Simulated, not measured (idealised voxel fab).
process module | voxel released beams
cross-section cut | 210 nm wide | cells 5 nm
A cross-section is a grid of square cells, given in bands from the top down. A band is one or more rows of cells.
Each band's line starts with the height of the band's top and of its bottom, in nm. Then come its materials from left to right, each with its width in nm. One material with "throughout" fills the band from edge to edge. "air" is empty space.
Height 0 is the level under which the wafer as received is all one material. The lowest band goes on downwards, as in "0 down".
A width such as "30 to 40" changes by the same amount from each row of cells to the next, from the band's top row to its bottom row.
"no change" after a step means that no cell of the cross-section changed.
closed voids: empty space of 8 cells or more with no open way to the top, each as width x height at its distance from the left edge, in nm
after a step's settings: what the simulator itself notes on the step
overlay nm, on a step with a mask: how far to the right of its planned place the mask lay; to the left if negative
plan
1 op RECEIVE | material Si
2 op CONFORMAL_DEP | material Al2O3 | thk nm 5
3 op DIRECTIONAL_DEP | material SiO2 | thk nm 20
4 op MASKED_ETCH | tone open | mask id ANCHOR | width nm 40 | etch materials SiO2 | depth nm 20 | overlay nm 0
5 op CONFORMAL_DEP | material W | thk nm 15
6 op PATTERN | tone cover | mask id BEAM | material resist | width nm 105 | thk nm 15 | overlay nm 0
7 op DIRECTIONAL_ETCH | etch materials W | depth nm 15
8 op STRIP | etch materials resist
9 op STRIP | etch materials SiO2
as received, after step 1
  0 down: Si throughout
  closed voids: none
a wafer at the end: this start, this plan, one mistake
  40 to 25: air 50 | W 60 | air 100
  25 to 20: air 40 | W 15 | SiO2 40 | W 15 | air 100
  20 to 5: air 40 | W 15 | SiO2 40 | W 60 | air 55
  5 to 0: Al2O3 throughout
  0 down: Si throughout
  closed voids: none
what went wrong: step 4 ran as: op MASKED_ETCH | tone cover | mask id ANCHOR | width nm 40 | etch materials SiO2 | depth nm 20 | overlay nm 0
